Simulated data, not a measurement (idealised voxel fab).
process module | voxel capacitor over wiring
In the cross-section labelled cut, the width is 235 nm and each square cell is 5 nm.
The cross-sections in this document take the form of a grid made of square cells. They are written out as bands, in order from top to bottom. Each band consists of one or more rows of cells. First you get the band's top height and its bottom height, in nm, and then the materials it's made of, left to right, with each width in nm. If you see a single material with "everywhere", that one covers the band edge to edge. "air" is empty space. Where do heights start? At 0: under that level the wafer as delivered is made of one material only. And the lowest band has no floor; it just carries on downward, as in "0 -> down". Note: "30->40" means the width goes from the first number (top row of the band) to the second number (bottom row) in equal steps per row of cells. Step marked "changes: none"? Then no cell in the cross-section changed in it. Closed-off voids of 8+ cells (no open route to the top) go in "Closed voids list", written width x height at distance from the left edge, in nm. Text after the settings on a step's line: the simulator's own remark on that step. The setting "overlay nm" may be written on the line of a step. When the step uses a mask, the value reports how far to the right of the planned place the mask lay, and a negative value reports that it lay to the left.

### Steps in the process plan
1,op RECEIVE | material Si
2,op CONFORMAL_DEP | material SiO2 | thk nm 10
3,op DIRECTIONAL_DEP | material TiN | thk nm 5
4,op DIRECTIONAL_DEP | material Ru | thk nm 25
5,op DIRECTIONAL_DEP | material aC | thk nm 10
6,op PATTERN | tone cover | mask id METAL_1 | material resist | width nm 30 | pitch nm 80 | thk nm 25 | overlay nm 0
7,op DIRECTIONAL_ETCH | etch materials aC | depth nm 10
8,op STRIP | etch materials resist
9,op DIRECTIONAL_ETCH | etch materials Ru | depth nm 25
10,op DIRECTIONAL_ETCH | etch materials TiN | depth nm 5
11,op STRIP | etch materials aC
12,op CONFORMAL_DEP | material SiCN | thk nm 5
13,op FILL_DEP | material lowk | thk nm 10
14,op CMP | height nm 40
15,op CONFORMAL_DEP | material SiCN | thk nm 5
16,op DIRECTIONAL_DEP | material lowk | thk nm 10
17,op MASKED_ETCH | tone open | mask id PLUG_1 | width nm 15 | etch materials lowk | depth nm 10 | overlay nm 0
18,op MASKED_ETCH | tone open | mask id PLUG_1 | width nm 15 | etch materials SiCN | depth nm 5 | overlay nm 0
19,op CONFORMAL_DEP | material TiN | thk nm 5
20,op FILL_DEP | material Cu | thk nm 10
21,op CMP | height nm 55
22,op DIRECTIONAL_DEP | material TiN | thk nm 10
23,op DIRECTIONAL_DEP | material Al2O3 | thk nm 5
24,op DIRECTIONAL_DEP | material TiN | thk nm 5
25,op PATTERN | tone cover | mask id UPPER_PLATE | material resist | width nm 55 | thk nm 15 | overlay nm 0
26,op DIRECTIONAL_ETCH | etch materials TiN | depth nm 5
27,op DIRECTIONAL_ETCH | etch materials Al2O3 | depth nm 5
28,op STRIP | etch materials resist
29,op MASKED_ETCH | tone cover | mask id LOWER_PLATE | width nm 65 | etch materials TiN | depth nm 10 | overlay nm 0
30,op FILL_DEP | material SiO2 | thk nm 15
31,op CMP | height nm 85
32,op PATTERN | tone open | mask id PLUG_2 | material resist | width nm 15 | thk nm 20 | overlay nm 0
33,op DIRECTIONAL_ETCH | etch materials SiO2 | depth nm 10
34,op STRIP | etch materials resist
35,op CONFORMAL_DEP | material TiN | thk nm 5
36,op FILL_DEP | material Cu | thk nm 10
37,op CMP | height nm 85
38,op CONFORMAL_DEP | material SiN | thk nm 5

### What follows covers the first of two wafers; it ran as planned

### Wafer as received: cross-section following step 1
* 0 -> down: Si everywhere
* Closed voids list: none

### Once step 2 is through, the wafer looks like this in cross-section
* 10 -> 0: SiO2 everywhere
* Nothing below the height 0 has changed.

### Once step 3 is through, the wafer looks like this in cross-section
* 15 -> 10: TiN everywhere
* Nothing below the height 10 has changed.

### Once step 4 is through, the wafer looks like this in cross-section
* 40 -> 15: Ru everywhere
* Nothing below the height 15 has changed.

### Once step 5 is through, the wafer looks like this in cross-section
* 50 -> 40: aC everywhere
* Nothing below the height 40 has changed.

### Once step 6 is through, the wafer looks like this in cross-section
* 75 -> 50: air=60 | resist=30 | air=50 | resist=30 | air=65
* Nothing below the height 50 has changed.

### Once step 7 is through, the wafer looks like this in cross-section
* 65 -> 50: air=60 | resist=30 | air=50 | resist=30 | air=65
* 50 -> 40: air=60 | aC=30 | air=50 | aC=30 | air=65
* Nothing below the height 40 has changed.

### Once step 8 is through, the wafer looks like this in cross-section
* 50 -> 40: air=60 | aC=30 | air=50 | aC=30 | air=65
* Nothing below the height 40 has changed.

### Once step 9 is through, the wafer looks like this in cross-section
* 50 -> 40: air=60 | aC=30 | air=50 | aC=30 | air=65
* 40 -> 15: air=60 | Ru=30 | air=50 | Ru=30 | air=65
* Nothing below the height 15 has changed.

### Once step 10 is through, the wafer looks like this in cross-section
* 50 -> 40: air=60 | aC=30 | air=50 | aC=30 | air=65
* 40 -> 15: air=60 | Ru=30 | air=50 | Ru=30 | air=65
* 15 -> 10: air=60 | TiN=30 | air=50 | TiN=30 | air=65
* Nothing below the height 10 has changed.

### Once step 11 is through, the wafer looks like this in cross-section
* 40 -> 15: air=60 | Ru=30 | air=50 | Ru=30 | air=65
* Nothing below the height 15 has changed.

### Once step 12 is through, the wafer looks like this in cross-section
* 45 -> 40: air=55 | SiCN=40 | air=40 | SiCN=40 | air=60
* 40 -> 15: air=55 | SiCN=5 | Ru=30 | SiCN=5 | air=40 | SiCN=5 | Ru=30 | SiCN=5 | air=60
* 15 -> 10: SiCN=60 | TiN=30 | SiCN=50 | TiN=30 | SiCN=65
* Nothing below the height 10 has changed.

### Once step 13 is through, the wafer looks like this in cross-section
* 55 -> 45: lowk everywhere
* 45 -> 40: lowk=55 | SiCN=40 | lowk=40 | SiCN=40 | lowk=60
* 40 -> 15: lowk=55 | SiCN=5 | Ru=30 | SiCN=5 | lowk=40 | SiCN=5 | Ru=30 | SiCN=5 | lowk=60
* Nothing below the height 15 has changed.

### Once step 14 is through, the wafer looks like this in cross-section
* 40 -> 15: lowk=55 | SiCN=5 | Ru=30 | SiCN=5 | lowk=40 | SiCN=5 | Ru=30 | SiCN=5 | lowk=60
* Nothing below the height 15 has changed.

### Once step 15 is through, the wafer looks like this in cross-section
* 45 -> 40: SiCN everywhere
* Nothing below the height 40 has changed.

### Once step 16 is through, the wafer looks like this in cross-section
* 55 -> 45: lowk everywhere
* Nothing below the height 45 has changed.

### Once step 17 is through, the wafer looks like this in cross-section
* 55 -> 45: lowk=75 | air=15 | lowk=145
* Nothing below the height 45 has changed.

### Once step 18 is through, the wafer looks like this in cross-section
* 55 -> 45: lowk=75 | air=15 | lowk=145
* 45 -> 40: SiCN=75 | air=15 | SiCN=145
* Nothing below the height 40 has changed.

### Once step 19 is through, the wafer looks like this in cross-section
* 60 -> 55: TiN=80 | air=5 | TiN=150
* 55 -> 45: lowk=75 | TiN=5 | air=5 | TiN=5 | lowk=145
* 45 -> 40: SiCN=75 | TiN=15 | SiCN=145
* Nothing below the height 40 has changed.

### Once step 20 is through, the wafer looks like this in cross-section
* 70 -> 60: Cu everywhere
* 60 -> 55: TiN=80 | Cu=5 | TiN=150
* 55 -> 45: lowk=75 | TiN=5 | Cu=5 | TiN=5 | lowk=145
* Nothing below the height 45 has changed.

### Once step 21 is through, the wafer looks like this in cross-section
* 55 -> 45: lowk=75 | TiN=5 | Cu=5 | TiN=5 | lowk=145
* Nothing below the height 45 has changed.

### Once step 22 is through, the wafer looks like this in cross-section
* 65 -> 55: TiN everywhere
* Nothing below the height 55 has changed.

### Once step 23 is through, the wafer looks like this in cross-section
* 70 -> 65: Al2O3 everywhere
* Nothing below the height 65 has changed.

### Once step 24 is through, the wafer looks like this in cross-section
* 75 -> 70: TiN everywhere
* Nothing below the height 70 has changed.

### Once step 25 is through, the wafer looks like this in cross-section
* 90 -> 75: air=75 | resist=55 | air=105
* Nothing below the height 75 has changed.

### Once step 26 is through, the wafer looks like this in cross-section
* 90 -> 75: air=75 | resist=55 | air=105
* 75 -> 70: air=75 | TiN=55 | air=105
* Nothing below the height 70 has changed.

### Once step 27 is through, the wafer looks like this in cross-section
* 90 -> 75: air=75 | resist=55 | air=105
* 75 -> 70: air=75 | TiN=55 | air=105
* 70 -> 65: air=75 | Al2O3=55 | air=105
* Nothing below the height 65 has changed.

### Once step 28 is through, the wafer looks like this in cross-section
* 75 -> 70: air=75 | TiN=55 | air=105
* Nothing below the height 70 has changed.

### Once step 29 is through, the wafer looks like this in cross-section
* 75 -> 70: air=75 | TiN=55 | air=105
* 70 -> 65: air=75 | Al2O3=55 | air=105
* 65 -> 55: air=70 | TiN=65 | air=100
* Nothing below the height 55 has changed.

### Once step 30 is through, the wafer looks like this in cross-section
* 90 -> 75: SiO2 everywhere
* 75 -> 70: SiO2=75 | TiN=55 | SiO2=105
* 70 -> 65: SiO2=75 | Al2O3=55 | SiO2=105
* 65 -> 55: SiO2=70 | TiN=65 | SiO2=100
* Nothing below the height 55 has changed.

### Once step 31 is through, the wafer looks like this in cross-section
* 85 -> 75: SiO2 everywhere
* Nothing below the height 75 has changed.

### Once step 32 is through, the wafer looks like this in cross-section
* 105 -> 85: resist=85 | air=15 | resist=135
* Nothing below the height 85 has changed.

### Once step 33 is through, the wafer looks like this in cross-section
* 105 -> 85: resist=85 | air=15 | resist=135
* 85 -> 75: SiO2=85 | air=15 | SiO2=135
* Nothing below the height 75 has changed.

### Once step 34 is through, the wafer looks like this in cross-section
* 85 -> 75: SiO2=85 | air=15 | SiO2=135
* Nothing below the height 75 has changed.

### Once step 35 is through, the wafer looks like this in cross-section
* 90 -> 85: TiN=90 | air=5 | TiN=140
* 85 -> 80: SiO2=85 | TiN=5 | air=5 | TiN=5 | SiO2=135
* 80 -> 70: SiO2=85->75 | TiN=15->55 | SiO2=135->105
* Nothing below the height 70 has changed.

### Once step 36 is through, the wafer looks like this in cross-section
* 100 -> 90: Cu everywhere
* 90 -> 85: TiN=90 | Cu=5 | TiN=140
* 85 -> 80: SiO2=85 | TiN=5 | Cu=5 | TiN=5 | SiO2=135
* Nothing below the height 80 has changed.

### Once step 37 is through, the wafer looks like this in cross-section
* 85 -> 80: SiO2=85 | TiN=5 | Cu=5 | TiN=5 | SiO2=135
* Nothing below the height 80 has changed.

### Once step 38 is through, the wafer looks like this in cross-section
* 90 -> 85: SiN everywhere
* Nothing below the height 85 has changed.

### Notes, second wafer: start = first wafer's, plan = first wafer's, execution had one mistake; history identical to first through step 28

### X-section, second wafer, when step 29 was due to finish
* 75 -> 70: air=75 | TiN=55 | air=105
* 70 -> 65: air=75 | Al2O3=55 | air=105
* 65 -> 55: air=65 | TiN=65 | air=105
* Nothing below the height 55 has changed.

### X-section, second wafer, when step 30 was due to finish
* 90 -> 75: SiO2 everywhere
* 75 -> 70: SiO2=75 | TiN=55 | SiO2=105
* 70 -> 65: SiO2=75 | Al2O3=55 | SiO2=105
* 65 -> 55: SiO2=65 | TiN=65 | SiO2=105
* Nothing below the height 55 has changed.

### X-section, second wafer, when step 31 was due to finish
* 85 -> 75: SiO2 everywhere
* Nothing below the height 75 has changed.

### X-section, second wafer, when step 32 was due to finish
* 105 -> 85: resist=85 | air=15 | resist=135
* Nothing below the height 85 has changed.

### X-section, second wafer, when step 33 was due to finish
* 105 -> 85: resist=85 | air=15 | resist=135
* 85 -> 75: SiO2=85 | air=15 | SiO2=135
* Nothing below the height 75 has changed.

### X-section, second wafer, when step 34 was due to finish
* 85 -> 75: SiO2=85 | air=15 | SiO2=135
* Nothing below the height 75 has changed.

### X-section, second wafer, when step 35 was due to finish
* 90 -> 85: TiN=90 | air=5 | TiN=140
* 85 -> 80: SiO2=85 | TiN=5 | air=5 | TiN=5 | SiO2=135
* 80 -> 70: SiO2=85->75 | TiN=15->55 | SiO2=135->105
* Nothing below the height 70 has changed.

### X-section, second wafer, when step 36 was due to finish
* 100 -> 90: Cu everywhere
* 90 -> 85: TiN=90 | Cu=5 | TiN=140
* 85 -> 80: SiO2=85 | TiN=5 | Cu=5 | TiN=5 | SiO2=135
* Nothing below the height 80 has changed.

### X-section, second wafer, when step 37 was due to finish
* 85 -> 80: SiO2=85 | TiN=5 | Cu=5 | TiN=5 | SiO2=135
* Nothing below the height 80 has changed.

### X-section, second wafer, when step 38 was due to finish
* 90 -> 85: SiN everywhere
* Nothing below the height 85 has changed.
So what did we get wrong on this run? step 29 ran as: op MASKED_ETCH | tone cover | mask id LOWER_PLATE | width nm 65 | etch materials TiN | depth nm 10 | overlay nm -5
Upon completion, the cell count for each material on the second wafer equals that on the first, whereas the spatial distribution of those cells differs.
